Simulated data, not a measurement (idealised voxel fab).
process module | voxel local oxidation
cross-section cut | 230 nm wide | cells 5 nm
A cross-section is a grid of square cells, given in bands from the top down. A band is one or more rows of cells.
Each band's line starts with the height of the band's top and of its bottom, in nm. Then come its materials from left to right, each with its width in nm. One material with "throughout" fills the band from edge to edge. "air" is empty space.
Height 0 is the level under which the wafer as received is all one material. The lowest band goes on downwards, as in "0 down".
A width such as "30 to 40" changes by the same amount from each row of cells to the next, from the band's top row to its bottom row.
"no change" after a step means that no cell of the cross-section changed.
closed voids: empty space of 8 cells or more with no open way to the top, each as width x height at its distance from the left edge, in nm
after a step's settings: what the simulator itself notes on the step
overlay nm, on a step with a mask: how far to the right of its planned place the mask lay; to the left if negative
plan
1 op RECEIVE | material Si
2 op CONFORMAL_DEP | material SiO2 | thk nm 5
3 op CONFORMAL_DEP | material SiN | thk nm 10
4 op PATTERN | tone cover | mask id ACTIVE | material resist | width nm 110 | thk nm 20 | overlay nm -15
5 op DIRECTIONAL_ETCH | etch materials SiN | depth nm 10
6 op STRIP | etch materials resist
7 op SELECTIVE_ETCH | etch materials SiO2 | depth nm 5
8 op OXIDIZE | depth nm 10
9 op STRIP | etch materials SiN
varied across the wafers: overlay nm of step 4. The plan shows the first wafer's value. All wafers start alike
first wafer as received, after step 1
  0 down: Si throughout
  closed voids: none
each wafer at the end: cells of each material gained (+) or lost (-) since it was received, then its closed voids
overlay nm -15 | -60 Si | +80 SiO2 | closed voids: none
overlay nm -10 | -60 Si | +80 SiO2 | closed voids: none
overlay nm -5 | -60 Si | +80 SiO2 | closed voids: none
overlay nm 0 | -60 Si | +80 SiO2 | closed voids: none
overlay nm 5 | -60 Si | +80 SiO2 | closed voids: none
overlay nm 10 | -60 Si | +80 SiO2 | closed voids: none
overlay nm 15 | -60 Si | +80 SiO2 | closed voids: none
